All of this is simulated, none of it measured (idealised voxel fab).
process module | voxel transistor to metal
cross-section cut | 145 nm wide | cells 5 nm
A cross-section is a grid of square cells, given in bands from the top down. A band is one or more rows of cells.
Each band's line starts with the height of the band's top and of its bottom, in nm. Then come its materials from left to right, each with its width in nm. One material with "throughout" fills the band from edge to edge. "air" is empty space.
Height 0 is the level under which the wafer as received is all one material. The lowest band goes on downwards, as in "0 down".
A width such as "30 to 40" changes by the same amount from each row of cells to the next, from the band's top row to its bottom row.
"no change" after a step means that no cell of the cross-section changed.
closed voids: empty space of 8 cells or more with no open way to the top, each as width x height at its distance from the left edge, in nm
after a step's settings: what the simulator itself notes on the step
overlay nm, on a step with a mask: how far to the right of its planned place the mask lay; to the left if negative
plan
1 op RECEIVE | material Si
2 op CONFORMAL_DEP | material SiO2 | thk nm 5
3 op CONFORMAL_DEP | material SiN | thk nm 15
4 op DIRECTIONAL_DEP | material aC | thk nm 10
5 op PATTERN | tone cover | mask id ACTIVE | material resist | width nm 100 | thk nm 25 | overlay nm 0
6 op DIRECTIONAL_ETCH | etch materials aC | depth nm 10
7 op STRIP | etch materials resist
8 op DIRECTIONAL_ETCH | etch materials SiN | depth nm 15
9 op DIRECTIONAL_ETCH | etch materials SiO2 | depth nm 5
10 op DIRECTIONAL_ETCH | etch materials Si | depth nm 20
11 op STRIP | etch materials aC
12 op FILL_DEP | material SiO2 | thk nm 15
13 op CMP | height nm 20
14 op SELECTIVE_ETCH | etch materials SiO2 | depth nm 15
15 op STRIP | etch materials SiN
16 op SELECTIVE_ETCH | etch materials SiO2 | depth nm 5
17 op OXIDIZE | depth nm 5
18 op DIRECTIONAL_DEP | material polySi | thk nm 25
19 op DIRECTIONAL_DEP | material SiCN | thk nm 10
20 op MASKED_ETCH | tone cover | mask id GATE | width nm 20 | etch materials SiCN | depth nm 20 | overlay nm 0
21 op MASKED_ETCH | tone cover | mask id GATE | width nm 20 | etch materials polySi | depth nm 35 | overlay nm 0
22 op CONFORMAL_DEP | material SiO2 | thk nm 5
23 op DIRECTIONAL_ETCH | etch materials SiO2 | depth nm 5
24 op CONFORMAL_DEP | material SiN | thk nm 10
25 op DIRECTIONAL_ETCH | etch materials SiN | depth nm 10
26 op DIRECTIONAL_ETCH | etch materials SiO2 | depth nm 5
27 op DIRECTIONAL_ETCH | etch materials Si | depth nm 5
28 op EPI | material pSi | thk nm 10
29 op FILL_DEP | material SiO2 | thk nm 10
30 op CMP | height nm 35
31 op DIRECTIONAL_DEP | material SiO2 | thk nm 15
32 op MASKED_ETCH | tone open | mask id CONTACT | width nm 20 | pitch nm 70 | etch materials SiO2 | depth nm 50 | overlay nm 0
33 op CONFORMAL_DEP | material TiN | thk nm 5
34 op FILL_DEP | material W | thk nm 10
35 op CMP | height nm 50
36 op CONFORMAL_DEP | material SiN | thk nm 5
37 op DIRECTIONAL_DEP | material lowk | thk nm 15
38 op MASKED_ETCH | tone open | mask id METAL_1 | width nm 20 | pitch nm 70 | etch materials lowk | depth nm 15 | overlay nm 0
39 op MASKED_ETCH | tone open | mask id METAL_1 | width nm 20 | pitch nm 70 | etch materials SiN | depth nm 5 | overlay nm 0
40 op CONFORMAL_DEP | material TiN | thk nm 5
41 op FILL_DEP | material Cu | thk nm 10
42 op CMP | height nm 70
43 op CONFORMAL_DEP | material SiCN | thk nm 5
44 op DIRECTIONAL_DEP | material lowk | thk nm 30
45 op DIRECTIONAL_DEP | material aC | thk nm 10
46 op PATTERN | tone open | mask id METAL_2 | material resist | width nm 20 | pitch nm 70 | thk nm 30 | overlay nm 0
47 op DIRECTIONAL_ETCH | etch materials aC | depth nm 10
48 op STRIP | etch materials resist
49 op DIRECTIONAL_ETCH | etch materials lowk | depth nm 15
50 op STRIP | etch materials aC
51 op DIRECTIONAL_DEP | material aC | thk nm 10
52 op PATTERN | tone open | mask id METAL_2_HOLES | material resist | width nm 15 | pitch nm 70 | thk nm 30 | overlay nm 0
53 op DIRECTIONAL_ETCH | etch materials aC | depth nm 10
54 op STRIP | etch materials resist
55 op DIRECTIONAL_ETCH | etch materials lowk | depth nm 15
56 op DIRECTIONAL_ETCH | etch materials SiCN | depth nm 5
57 op STRIP | etch materials aC
58 op CONFORMAL_DEP | material TiN | thk nm 5
59 op FILL_DEP | material Ru | thk nm 10
60 op CMP | height nm 105
61 op CONFORMAL_DEP | material SiCN | thk nm 5
first wafer, as planned
as received, after step 1
  0 down: Si throughout
  closed voids: none
after step 2
  5 to 0: SiO2 throughout
  below 0: unchanged
after step 3
  20 to 5: SiN throughout
  below 5: unchanged
after step 4
  30 to 20: aC throughout
  below 20: unchanged
after step 5
  55 to 30: air 20 | resist 100 | air 25
  below 30: unchanged
after step 6
  45 to 30: air 20 | resist 100 | air 25
  30 to 20: air 20 | aC 100 | air 25
  below 20: unchanged
after step 7
  30 to 20: air 20 | aC 100 | air 25
  below 20: unchanged
after step 8
  30 to 20: air 20 | aC 100 | air 25
  20 to 5: air 20 | SiN 100 | air 25
  below 5: unchanged
after step 9
  30 to 20: air 20 | aC 100 | air 25
  20 to 5: air 20 | SiN 100 | air 25
  5 to 0: air 20 | SiO2 100 | air 25
  below 0: unchanged
after step 10
  30 to 20: air 20 | aC 100 | air 25
  20 to 5: air 20 | SiN 100 | air 25
  5 to 0: air 20 | SiO2 100 | air 25
  0 to -20: air 20 | Si 100 | air 25
  below -20: unchanged
after step 11
  20 to 5: air 20 | SiN 100 | air 25
  below 5: unchanged
after step 12
  35 to 20: SiO2 throughout
  20 to 5: SiO2 20 | SiN 100 | SiO2 25
  5 to 0: SiO2 throughout
  0 to -20: SiO2 20 | Si 100 | SiO2 25
  below -20: unchanged
after step 13
  20 to 5: SiO2 20 | SiN 100 | SiO2 25
  below 5: unchanged
after step 14
  20 to 5: air 20 | SiN 100 | air 25
  below 5: unchanged
after step 15
  5 to 0: SiO2 throughout
  below 0: unchanged
after step 16
  0 to -20: SiO2 20 | Si 100 | SiO2 25
  below -20: unchanged
after step 17
  0 to -5: SiO2 throughout
  below -5: unchanged
after step 18
  25 to 0: polySi throughout
  below 0: unchanged
after step 19
  35 to 25: SiCN throughout
  below 25: unchanged
after step 20
  35 to 25: air 60 | SiCN 20 | air 65
  below 25: unchanged
after step 21
  35 to 25: air 60 | SiCN 20 | air 65
  25 to 0: air 60 | polySi 20 | air 65
  below 0: unchanged
after step 22
  40 to 35: air 55 | SiO2 30 | air 60
  35 to 25: air 55 | SiO2 5 | SiCN 20 | SiO2 5 | air 60
  25 to 5: air 55 | SiO2 5 | polySi 20 | SiO2 5 | air 60
  5 to 0: SiO2 60 | polySi 20 | SiO2 65
  below 0: unchanged
after step 23
  35 to 25: air 55 | SiO2 5 | SiCN 20 | SiO2 5 | air 60
  25 to 0: air 55 | SiO2 5 | polySi 20 | SiO2 5 | air 60
  below 0: unchanged
after step 24
  45 to 35: air 45 | SiN 50 | air 50
  35 to 25: air 45 | SiN 10 | SiO2 5 | SiCN 20 | SiO2 5 | SiN 10 | air 50
  25 to 10: air 45 | SiN 10 | SiO2 5 | polySi 20 | SiO2 5 | SiN 10 | air 50
  10 to 0: SiN 55 | SiO2 5 | polySi 20 | SiO2 5 | SiN 60
  below 0: unchanged
after step 25
  35 to 25: air 45 | SiN 10 | SiO2 5 | SiCN 20 | SiO2 5 | SiN 10 | air 50
  25 to 0: air 45 | SiN 10 | SiO2 5 | polySi 20 | SiO2 5 | SiN 10 | air 50
  below 0: unchanged
after step 26
  35 to 30: air 45 | SiN 10 | air 5 | SiCN 20 | air 5 | SiN 10 | air 50
  30 to 25: air 45 | SiN 10 | SiO2 5 | SiCN 20 | SiO2 5 | SiN 10 | air 50
  25 to 0: air 45 | SiN 10 | SiO2 5 | polySi 20 | SiO2 5 | SiN 10 | air 50
  0 to -5: air 45 | SiO2 50 | air 50
  below -5: unchanged
after step 27
  35 to 30: air 45 | SiN 10 | air 5 | SiCN 20 | air 5 | SiN 10 | air 50
  30 to 25: air 45 | SiN 10 | SiO2 5 | SiCN 20 | SiO2 5 | SiN 10 | air 50
  25 to 0: air 45 | SiN 10 | SiO2 5 | polySi 20 | SiO2 5 | SiN 10 | air 50
  0 to -5: air 45 | SiO2 50 | air 50
  -5 to -10: SiO2 20 | air 25 | Si 50 | air 25 | SiO2 25
  below -10: unchanged
after step 28
  35 to 30: air 45 | SiN 10 | air 5 | SiCN 20 | air 5 | SiN 10 | air 50
  30 to 25: air 45 | SiN 10 | SiO2 5 | SiCN 20 | SiO2 5 | SiN 10 | air 50
  25 to 5: air 45 | SiN 10 | SiO2 5 | polySi 20 | SiO2 5 | SiN 10 | air 50
  5 to 0: air 35 | pSi 10 | SiN 10 | SiO2 5 | polySi 20 | SiO2 5 | SiN 10 | pSi 10 | air 40
  0 to -5: air 15 | pSi 30 | SiO2 50 | pSi 30 | air 20
  -5 to -10: SiO2 20 | pSi 25 | Si 50 | pSi 25 | SiO2 25
  below -10: unchanged
after step 29
  45 to 35: SiO2 throughout
  35 to 25: SiO2 45 | SiN 10 | SiO2 5 | SiCN 20 | SiO2 5 | SiN 10 | SiO2 50
  25 to 5: SiO2 45 | SiN 10 | SiO2 5 | polySi 20 | SiO2 5 | SiN 10 | SiO2 50
  5 to 0: SiO2 35 | pSi 10 | SiN 10 | SiO2 5 | polySi 20 | SiO2 5 | SiN 10 | pSi 10 | SiO2 40
  0 to -5: SiO2 15 | pSi 30 | SiO2 50 | pSi 30 | SiO2 20
  below -5: unchanged
after step 30
  35 to 25: SiO2 45 | SiN 10 | SiO2 5 | SiCN 20 | SiO2 5 | SiN 10 | SiO2 50
  below 25: unchanged
after step 31
  50 to 35: SiO2 throughout
  below 35: unchanged
after step 32
  50 to 35: SiO2 25 | air 20 | SiO2 50 | air 20 | SiO2 30
  35 to 25: SiO2 25 | air 20 | SiN 10 | SiO2 5 | SiCN 20 | SiO2 5 | SiN 10 | air 20 | SiO2 30
  25 to 5: SiO2 25 | air 20 | SiN 10 | SiO2 5 | polySi 20 | SiO2 5 | SiN 10 | air 20 | SiO2 30
  5 to 0: SiO2 25 | air 10 | pSi 10 | SiN 10 | SiO2 5 | polySi 20 | SiO2 5 | SiN 10 | pSi 10 | air 10 | SiO2 30
  below 0: unchanged
after step 33
  55 to 50: TiN 30 | air 10 | TiN 60 | air 10 | TiN 35
  50 to 35: SiO2 25 | TiN 5 | air 10 | TiN 5 | SiO2 50 | TiN 5 | air 10 | TiN 5 | SiO2 30
  35 to 25: SiO2 25 | TiN 5 | air 10 | TiN 5 | SiN 10 | SiO2 5 | SiCN 20 | SiO2 5 | SiN 10 | TiN 5 | air 10 | TiN 5 | SiO2 30
  25 to 10: SiO2 25 | TiN 5 | air 10 | TiN 5 | SiN 10 | SiO2 5 | polySi 20 | SiO2 5 | SiN 10 | TiN 5 | air 10 | TiN 5 | SiO2 30
  10 to 5: SiO2 25 | TiN 20 | SiN 10 | SiO2 5 | polySi 20 | SiO2 5 | SiN 10 | TiN 20 | SiO2 30
  5 to 0: SiO2 25 | TiN 10 | pSi 10 | SiN 10 | SiO2 5 | polySi 20 | SiO2 5 | SiN 10 | pSi 10 | TiN 10 | SiO2 30
  below 0: unchanged
after step 34
  65 to 55: W throughout
  55 to 50: TiN 30 | W 10 | TiN 60 | W 10 | TiN 35
  50 to 35: SiO2 25 | TiN 5 | W 10 | TiN 5 | SiO2 50 | TiN 5 | W 10 | TiN 5 | SiO2 30
  35 to 25: SiO2 25 | TiN 5 | W 10 | TiN 5 | SiN 10 | SiO2 5 | SiCN 20 | SiO2 5 | SiN 10 | TiN 5 | W 10 | TiN 5 | SiO2 30
  25 to 10: SiO2 25 | TiN 5 | W 10 | TiN 5 | SiN 10 | SiO2 5 | polySi 20 | SiO2 5 | SiN 10 | TiN 5 | W 10 | TiN 5 | SiO2 30
  below 10: unchanged
after step 35
  50 to 35: SiO2 25 | TiN 5 | W 10 | TiN 5 | SiO2 50 | TiN 5 | W 10 | TiN 5 | SiO2 30
  below 35: unchanged
after step 36
  55 to 50: SiN throughout
  below 50: unchanged
after step 37
  70 to 55: lowk throughout
  below 55: unchanged
after step 38
  70 to 55: lowk 25 | air 20 | lowk 50 | air 20 | lowk 30
  below 55: unchanged
after step 39
  70 to 55: lowk 25 | air 20 | lowk 50 | air 20 | lowk 30
  55 to 50: SiN 25 | air 20 | SiN 50 | air 20 | SiN 30
  below 50: unchanged
after step 40
  75 to 70: TiN 30 | air 10 | TiN 60 | air 10 | TiN 35
  70 to 55: lowk 25 | TiN 5 | air 10 | TiN 5 | lowk 50 | TiN 5 | air 10 | TiN 5 | lowk 30
  55 to 50: SiN 25 | TiN 20 | SiN 50 | TiN 20 | SiN 30
  below 50: unchanged
after step 41
  85 to 75: Cu throughout
  75 to 70: TiN 30 | Cu 10 | TiN 60 | Cu 10 | TiN 35
  70 to 55: lowk 25 | TiN 5 | Cu 10 | TiN 5 | lowk 50 | TiN 5 | Cu 10 | TiN 5 | lowk 30
  below 55: unchanged
after step 42
  70 to 55: lowk 25 | TiN 5 | Cu 10 | TiN 5 | lowk 50 | TiN 5 | Cu 10 | TiN 5 | lowk 30
  below 55: unchanged
after step 43
  75 to 70: SiCN throughout
  below 70: unchanged
after step 44
  105 to 75: lowk throughout
  below 75: unchanged
after step 45
  115 to 105: aC throughout
  below 105: unchanged
after step 46
  145 to 115: resist 25 | air 20 | resist 50 | air 20 | resist 30
  below 115: unchanged
after step 47
  135 to 115: resist 25 | air 20 | resist 50 | air 20 | resist 30
  115 to 105: aC 25 | air 20 | aC 50 | air 20 | aC 30
  below 105: unchanged
after step 48
  115 to 105: aC 25 | air 20 | aC 50 | air 20 | aC 30
  below 105: unchanged
after step 49
  115 to 105: aC 25 | air 20 | aC 50 | air 20 | aC 30
  105 to 90: lowk 25 | air 20 | lowk 50 | air 20 | lowk 30
  below 90: unchanged
after step 50
  105 to 90: lowk 25 | air 20 | lowk 50 | air 20 | lowk 30
  below 90: unchanged
after step 51
  115 to 105: aC 25 | air 20 | aC 50 | air 20 | aC 30
  105 to 100: lowk 25 | air 20 | lowk 50 | air 20 | lowk 30
  100 to 90: lowk 25 | aC 20 | lowk 50 | aC 20 | lowk 30
  below 90: unchanged
after step 52
  145 to 115: resist 25 | air 15 | resist 55 | air 15 | resist 35
  115 to 105: aC 25 | air 15 | resist 5 | aC 50 | air 15 | resist 5 | aC 30
  105 to 100: lowk 25 | air 15 | resist 5 | lowk 50 | air 15 | resist 5 | lowk 30
  below 100: unchanged
after step 53
  135 to 115: resist 25 | air 15 | resist 55 | air 15 | resist 35
  115 to 105: aC 25 | air 15 | resist 5 | aC 50 | air 15 | resist 5 | aC 30
  105 to 100: lowk 25 | air 15 | resist 5 | lowk 50 | air 15 | resist 5 | lowk 30
  100 to 90: lowk 25 | air 15 | aC 5 | lowk 50 | air 15 | aC 5 | lowk 30
  below 90: unchanged
after step 54
  115 to 105: aC 25 | air 20 | aC 50 | air 20 | aC 30
  105 to 100: lowk 25 | air 20 | lowk 50 | air 20 | lowk 30
  below 100: unchanged
after step 55
  115 to 105: aC 25 | air 20 | aC 50 | air 20 | aC 30
  105 to 100: lowk 25 | air 20 | lowk 50 | air 20 | lowk 30
  100 to 90: lowk 25 | air 15 | aC 5 | lowk 50 | air 15 | aC 5 | lowk 30
  90 to 75: lowk 25 | air 15 | lowk 55 | air 15 | lowk 35
  below 75: unchanged
after step 56
  115 to 105: aC 25 | air 20 | aC 50 | air 20 | aC 30
  105 to 100: lowk 25 | air 20 | lowk 50 | air 20 | lowk 30
  100 to 90: lowk 25 | air 15 | aC 5 | lowk 50 | air 15 | aC 5 | lowk 30
  90 to 75: lowk 25 | air 15 | lowk 55 | air 15 | lowk 35
  75 to 70: SiCN 25 | air 15 | SiCN 55 | air 15 | SiCN 35
  below 70: unchanged
after step 57
  105 to 90: lowk 25 | air 20 | lowk 50 | air 20 | lowk 30
  below 90: unchanged
after step 58
  110 to 105: TiN 30 | air 10 | TiN 60 | air 10 | TiN 35
  105 to 95: lowk 25 | TiN 5 | air 10 | TiN 5 | lowk 50 | TiN 5 | air 10 | TiN 5 | lowk 30
  95 to 90: lowk 25 | TiN 5 | air 5 | TiN 10 | lowk 50 | TiN 5 | air 5 | TiN 10 | lowk 30
  90 to 75: lowk 25 | TiN 5 | air 5 | TiN 5 | lowk 55 | TiN 5 | air 5 | TiN 5 | lowk 35
  75 to 70: SiCN 25 | TiN 15 | SiCN 55 | TiN 15 | SiCN 35
  below 70: unchanged
after step 59
  120 to 110: Ru throughout
  110 to 105: TiN 30 | Ru 10 | TiN 60 | Ru 10 | TiN 35
  105 to 95: lowk 25 | TiN 5 | Ru 10 | TiN 5 | lowk 50 | TiN 5 | Ru 10 | TiN 5 | lowk 30
  95 to 90: lowk 25 | TiN 5 | Ru 5 | TiN 10 | lowk 50 | TiN 5 | Ru 5 | TiN 10 | lowk 30
  90 to 75: lowk 25 | TiN 5 | Ru 5 | TiN 5 | lowk 55 | TiN 5 | Ru 5 | TiN 5 | lowk 35
  below 75: unchanged
after step 60
  105 to 95: lowk 25 | TiN 5 | Ru 10 | TiN 5 | lowk 50 | TiN 5 | Ru 10 | TiN 5 | lowk 30
  below 95: unchanged
after step 61
  110 to 105: SiCN throughout
  below 105: unchanged
second wafer: like start, like plan, one mistake. Through step 28 it matches the first wafer
when step 29 should have ended
  45 to 35: lowk throughout
  35 to 30: lowk 45 | SiN 10 | lowk 5 | SiCN 20 | lowk 5 | SiN 10 | lowk 50
  30 to 25: lowk 45 | SiN 10 | SiO2 5 | SiCN 20 | SiO2 5 | SiN 10 | lowk 50
  25 to 5: lowk 45 | SiN 10 | SiO2 5 | polySi 20 | SiO2 5 | SiN 10 | lowk 50
  5 to 0: lowk 35 | pSi 10 | SiN 10 | SiO2 5 | polySi 20 | SiO2 5 | SiN 10 | pSi 10 | lowk 40
  0 to -5: lowk 15 | pSi 30 | SiO2 50 | pSi 30 | lowk 20
  below -5: unchanged
when step 30 should have ended
  35 to 30: lowk 45 | SiN 10 | lowk 5 | SiCN 20 | lowk 5 | SiN 10 | lowk 50
  below 30: unchanged
when step 31 should have ended
  50 to 35: SiO2 throughout
  below 35: unchanged
when step 32 should have ended
  50 to 35: SiO2 25 | air 20 | SiO2 50 | air 20 | SiO2 30
  below 35: unchanged
when step 33 should have ended
  55 to 50: TiN 30 | air 10 | TiN 60 | air 10 | TiN 35
  50 to 40: SiO2 25 | TiN 5 | air 10 | TiN 5 | SiO2 50 | TiN 5 | air 10 | TiN 5 | SiO2 30
  40 to 35: SiO2 25 | TiN 20 | SiO2 50 | TiN 20 | SiO2 30
  below 35: unchanged
when step 34 should have ended
  65 to 55: W throughout
  55 to 50: TiN 30 | W 10 | TiN 60 | W 10 | TiN 35
  50 to 40: SiO2 25 | TiN 5 | W 10 | TiN 5 | SiO2 50 | TiN 5 | W 10 | TiN 5 | SiO2 30
  below 40: unchanged
when step 35 should have ended
  50 to 40: SiO2 25 | TiN 5 | W 10 | TiN 5 | SiO2 50 | TiN 5 | W 10 | TiN 5 | SiO2 30
  below 40: unchanged
when step 36 should have ended
  55 to 50: SiN throughout
  below 50: unchanged
when step 37 should have ended
  70 to 55: lowk throughout
  below 55: unchanged
when step 38 should have ended
  70 to 55: lowk 25 | air 20 | lowk 50 | air 20 | lowk 30
  below 55: unchanged
when step 39 should have ended
  70 to 55: lowk 25 | air 20 | lowk 50 | air 20 | lowk 30
  55 to 50: SiN 25 | air 20 | SiN 50 | air 20 | SiN 30
  below 50: unchanged
when step 40 should have ended
  75 to 70: TiN 30 | air 10 | TiN 60 | air 10 | TiN 35
  70 to 55: lowk 25 | TiN 5 | air 10 | TiN 5 | lowk 50 | TiN 5 | air 10 | TiN 5 | lowk 30
  55 to 50: SiN 25 | TiN 20 | SiN 50 | TiN 20 | SiN 30
  below 50: unchanged
when step 41 should have ended
  85 to 75: Cu throughout
  75 to 70: TiN 30 | Cu 10 | TiN 60 | Cu 10 | TiN 35
  70 to 55: lowk 25 | TiN 5 | Cu 10 | TiN 5 | lowk 50 | TiN 5 | Cu 10 | TiN 5 | lowk 30
  below 55: unchanged
when step 42 should have ended
  70 to 55: lowk 25 | TiN 5 | Cu 10 | TiN 5 | lowk 50 | TiN 5 | Cu 10 | TiN 5 | lowk 30
  below 55: unchanged
when step 43 should have ended
  75 to 70: SiCN throughout
  below 70: unchanged
when step 44 should have ended
  105 to 75: lowk throughout
  below 75: unchanged
when step 45 should have ended
  115 to 105: aC throughout
  below 105: unchanged
when step 46 should have ended
  145 to 115: resist 25 | air 20 | resist 50 | air 20 | resist 30
  below 115: unchanged
when step 47 should have ended
  135 to 115: resist 25 | air 20 | resist 50 | air 20 | resist 30
  115 to 105: aC 25 | air 20 | aC 50 | air 20 | aC 30
  below 105: unchanged
when step 48 should have ended
  115 to 105: aC 25 | air 20 | aC 50 | air 20 | aC 30
  below 105: unchanged
when step 49 should have ended
  115 to 105: aC 25 | air 20 | aC 50 | air 20 | aC 30
  105 to 90: lowk 25 | air 20 | lowk 50 | air 20 | lowk 30
  below 90: unchanged
when step 50 should have ended
  105 to 90: lowk 25 | air 20 | lowk 50 | air 20 | lowk 30
  below 90: unchanged
when step 51 should have ended
  115 to 105: aC 25 | air 20 | aC 50 | air 20 | aC 30
  105 to 100: lowk 25 | air 20 | lowk 50 | air 20 | lowk 30
  100 to 90: lowk 25 | aC 20 | lowk 50 | aC 20 | lowk 30
  below 90: unchanged
when step 52 should have ended
  145 to 115: resist 25 | air 15 | resist 55 | air 15 | resist 35
  115 to 105: aC 25 | air 15 | resist 5 | aC 50 | air 15 | resist 5 | aC 30
  105 to 100: lowk 25 | air 15 | resist 5 | lowk 50 | air 15 | resist 5 | lowk 30
  below 100: unchanged
when step 53 should have ended
  135 to 115: resist 25 | air 15 | resist 55 | air 15 | resist 35
  115 to 105: aC 25 | air 15 | resist 5 | aC 50 | air 15 | resist 5 | aC 30
  105 to 100: lowk 25 | air 15 | resist 5 | lowk 50 | air 15 | resist 5 | lowk 30
  100 to 90: lowk 25 | air 15 | aC 5 | lowk 50 | air 15 | aC 5 | lowk 30
  below 90: unchanged
when step 54 should have ended
  115 to 105: aC 25 | air 20 | aC 50 | air 20 | aC 30
  105 to 100: lowk 25 | air 20 | lowk 50 | air 20 | lowk 30
  below 100: unchanged
when step 55 should have ended
  115 to 105: aC 25 | air 20 | aC 50 | air 20 | aC 30
  105 to 100: lowk 25 | air 20 | lowk 50 | air 20 | lowk 30
  100 to 90: lowk 25 | air 15 | aC 5 | lowk 50 | air 15 | aC 5 | lowk 30
  90 to 75: lowk 25 | air 15 | lowk 55 | air 15 | lowk 35
  below 75: unchanged
when step 56 should have ended
  115 to 105: aC 25 | air 20 | aC 50 | air 20 | aC 30
  105 to 100: lowk 25 | air 20 | lowk 50 | air 20 | lowk 30
  100 to 90: lowk 25 | air 15 | aC 5 | lowk 50 | air 15 | aC 5 | lowk 30
  90 to 75: lowk 25 | air 15 | lowk 55 | air 15 | lowk 35
  75 to 70: SiCN 25 | air 15 | SiCN 55 | air 15 | SiCN 35
  below 70: unchanged
when step 57 should have ended
  105 to 90: lowk 25 | air 20 | lowk 50 | air 20 | lowk 30
  below 90: unchanged
when step 58 should have ended
  110 to 105: TiN 30 | air 10 | TiN 60 | air 10 | TiN 35
  105 to 95: lowk 25 | TiN 5 | air 10 | TiN 5 | lowk 50 | TiN 5 | air 10 | TiN 5 | lowk 30
  95 to 90: lowk 25 | TiN 5 | air 5 | TiN 10 | lowk 50 | TiN 5 | air 5 | TiN 10 | lowk 30
  90 to 75: lowk 25 | TiN 5 | air 5 | TiN 5 | lowk 55 | TiN 5 | air 5 | TiN 5 | lowk 35
  75 to 70: SiCN 25 | TiN 15 | SiCN 55 | TiN 15 | SiCN 35
  below 70: unchanged
when step 59 should have ended
  120 to 110: Ru throughout
  110 to 105: TiN 30 | Ru 10 | TiN 60 | Ru 10 | TiN 35
  105 to 95: lowk 25 | TiN 5 | Ru 10 | TiN 5 | lowk 50 | TiN 5 | Ru 10 | TiN 5 | lowk 30
  95 to 90: lowk 25 | TiN 5 | Ru 5 | TiN 10 | lowk 50 | TiN 5 | Ru 5 | TiN 10 | lowk 30
  90 to 75: lowk 25 | TiN 5 | Ru 5 | TiN 5 | lowk 55 | TiN 5 | Ru 5 | TiN 5 | lowk 35
  below 75: unchanged
when step 60 should have ended
  105 to 95: lowk 25 | TiN 5 | Ru 10 | TiN 5 | lowk 50 | TiN 5 | Ru 10 | TiN 5 | lowk 30
  below 95: unchanged
when step 61 should have ended
  110 to 105: SiCN throughout
  below 105: unchanged
what went wrong: step 29 ran as: op FILL_DEP | material lowk | thk nm 10
at the end the second wafer has, in cells: 86 fewer of SiO2 | 28 fewer of TiN | 24 fewer of W | 138 more of lowk
